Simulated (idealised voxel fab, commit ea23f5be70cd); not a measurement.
The name of this process module is voxel ribs on slabs.
Displayed cross-section: cut, width of 205 nm, square cells sized 5 nm.
Reading order for cross-sections: top band down to bottom band. Underlying form: a grid of square cells. Band size: one or more rows of cells.
Band: top height; bottom height; in nm. Then, left to right: material with width in nm, for each material. "full width": a single material spanning edge to edge. "empty": empty space.
Height reference: 0 = level under which incoming wafer is all one material. Lowest band: no bottom, runs on downward, e.g. "0 and below".
Think of "30->40" as a width that walks from the first number to the second as you go down the band, top row to bottom row, taking equal-sized steps from row to row.
Where the words "changes: none" appear for a step, the cross-section shows no cell changed by that step; every cell remained as before.
Heads up: "Trapped cavities" only lists the empty pockets with no open path to the top that are 8 cells or more, and it writes them as width x height at distance, distance from the left edge, in nm.
Where a step's line continues beyond its settings, the continuation is a remark by the simulator itself on that step.
"overlay nm", when on a step's line for a step with a mask, measures how far to the right of its planned place the mask lay; a negative measure means to the left.

HERE'S WHAT THE PLANNED PROCESS STEPS LOOK LIKE
1 RECEIVE,material Si
2 DIRECTIONAL_DEP,material SiO2,thk nm 30
3 DIRECTIONAL_DEP,material polySi,thk nm 15
4 PATTERN,tone cover,mask id RIB,material resist,width nm 30,thk nm 20,overlay nm 0
5 DIRECTIONAL_ETCH,etch materials polySi,depth nm 5
6 STRIP,etch materials resist
7 PATTERN,tone cover,mask id SLAB,material resist,width nm 80,thk nm 20,overlay nm 0
8 DIRECTIONAL_ETCH,etch materials polySi,depth nm 10
9 STRIP,etch materials resist
10 FILL_DEP,material SiO2,thk nm 20
11 CMP,height nm 60
12 DIRECTIONAL_DEP,material TiN,thk nm 10
13 DIRECTIONAL_DEP,material aC,thk nm 15
14 PATTERN,tone cover,mask id HEATER,material resist,width nm 40,thk nm 35,overlay nm 0
15 DIRECTIONAL_ETCH,etch materials aC,depth nm 15
16 STRIP,etch materials resist
17 DIRECTIONAL_ETCH,etch materials TiN,depth nm 10
18 STRIP,etch materials aC
19 CONFORMAL_DEP,material SiN,thk nm 5

THE FIRST OF TWO WAFERS, RUN AS PLANNED

WAFER AT RECEIPT (POST STEP 1), CROSS-SECTION
0 and below: Si full width
Trapped cavities: none

CROSS-SECTIONAL REPRESENTATION OF THE WAFER AT THE CONCLUSION OF STEP 2
30 down to 0: SiO2 full width
Below 0, no change.

CROSS-SECTIONAL REPRESENTATION OF THE WAFER AT THE CONCLUSION OF STEP 3
45 down to 30: polySi full width
Below 30, no change.

CROSS-SECTIONAL REPRESENTATION OF THE WAFER AT THE CONCLUSION OF STEP 4
65 down to 45: 85 empty; 30 resist; 90 empty
Below 45, no change.

CROSS-SECTIONAL REPRESENTATION OF THE WAFER AT THE CONCLUSION OF STEP 5
65 down to 45: 85 empty; 30 resist; 90 empty
45 down to 40: 85 empty; 30 polySi; 90 empty
Below 40, no change.

CROSS-SECTIONAL REPRESENTATION OF THE WAFER AT THE CONCLUSION OF STEP 6
45 down to 40: 85 empty; 30 polySi; 90 empty
Below 40, no change.

CROSS-SECTIONAL REPRESENTATION OF THE WAFER AT THE CONCLUSION OF STEP 7
65 down to 45: 60 empty; 80 resist; 65 empty
45 down to 40: 60 empty; 25 resist; 30 polySi; 25 resist; 65 empty
Below 40, no change.

CROSS-SECTIONAL REPRESENTATION OF THE WAFER AT THE CONCLUSION OF STEP 8
65 down to 45: 60 empty; 80 resist; 65 empty
45 down to 40: 60 empty; 25 resist; 30 polySi; 25 resist; 65 empty
40 down to 30: 60 empty; 80 polySi; 65 empty
Below 30, no change.

CROSS-SECTIONAL REPRESENTATION OF THE WAFER AT THE CONCLUSION OF STEP 9
45 down to 40: 85 empty; 30 polySi; 90 empty
Below 40, no change.

CROSS-SECTIONAL REPRESENTATION OF THE WAFER AT THE CONCLUSION OF STEP 10
65 down to 45: SiO2 full width
45 down to 40: 85 SiO2; 30 polySi; 90 SiO2
40 down to 30: 60 SiO2; 80 polySi; 65 SiO2
Below 30, no change.

CROSS-SECTIONAL REPRESENTATION OF THE WAFER AT THE CONCLUSION OF STEP 11
60 down to 45: SiO2 full width
Below 45, no change.

CROSS-SECTIONAL REPRESENTATION OF THE WAFER AT THE CONCLUSION OF STEP 12
70 down to 60: TiN full width
Below 60, no change.

CROSS-SECTIONAL REPRESENTATION OF THE WAFER AT THE CONCLUSION OF STEP 13
85 down to 70: aC full width
Below 70, no change.

CROSS-SECTIONAL REPRESENTATION OF THE WAFER AT THE CONCLUSION OF STEP 14
120 down to 85: 80 empty; 40 resist; 85 empty
Below 85, no change.

CROSS-SECTIONAL REPRESENTATION OF THE WAFER AT THE CONCLUSION OF STEP 15
105 down to 85: 80 empty; 40 resist; 85 empty
85 down to 70: 80 empty; 40 aC; 85 empty
Below 70, no change.

CROSS-SECTIONAL REPRESENTATION OF THE WAFER AT THE CONCLUSION OF STEP 16
85 down to 70: 80 empty; 40 aC; 85 empty
Below 70, no change.

CROSS-SECTIONAL REPRESENTATION OF THE WAFER AT THE CONCLUSION OF STEP 17
85 down to 70: 80 empty; 40 aC; 85 empty
70 down to 60: 80 empty; 40 TiN; 85 empty
Below 60, no change.

CROSS-SECTIONAL REPRESENTATION OF THE WAFER AT THE CONCLUSION OF STEP 18
70 down to 60: 80 empty; 40 TiN; 85 empty
Below 60, no change.

CROSS-SECTIONAL REPRESENTATION OF THE WAFER AT THE CONCLUSION OF STEP 19
75 down to 70: 75 empty; 50 SiN; 80 empty
70 down to 65: 75 empty; 5 SiN; 40 TiN; 5 SiN; 80 empty
65 down to 60: 80 SiN; 40 TiN; 85 SiN
Below 60, no change.

WAFER TWO. SAME START, SAME PLAN, ONE SLIP IN EXECUTION. SAME AS WAFER ONE THROUGH STEP 18, INCLUSIVE

Second wafer, cut view, end of step 19 per plan: changes: none
Plan not followed: execution of step 19 of the plan did not take place, the step having been omitted
Materials where the second wafer ends with more or fewer cells than the first: 45 fewer of SiN
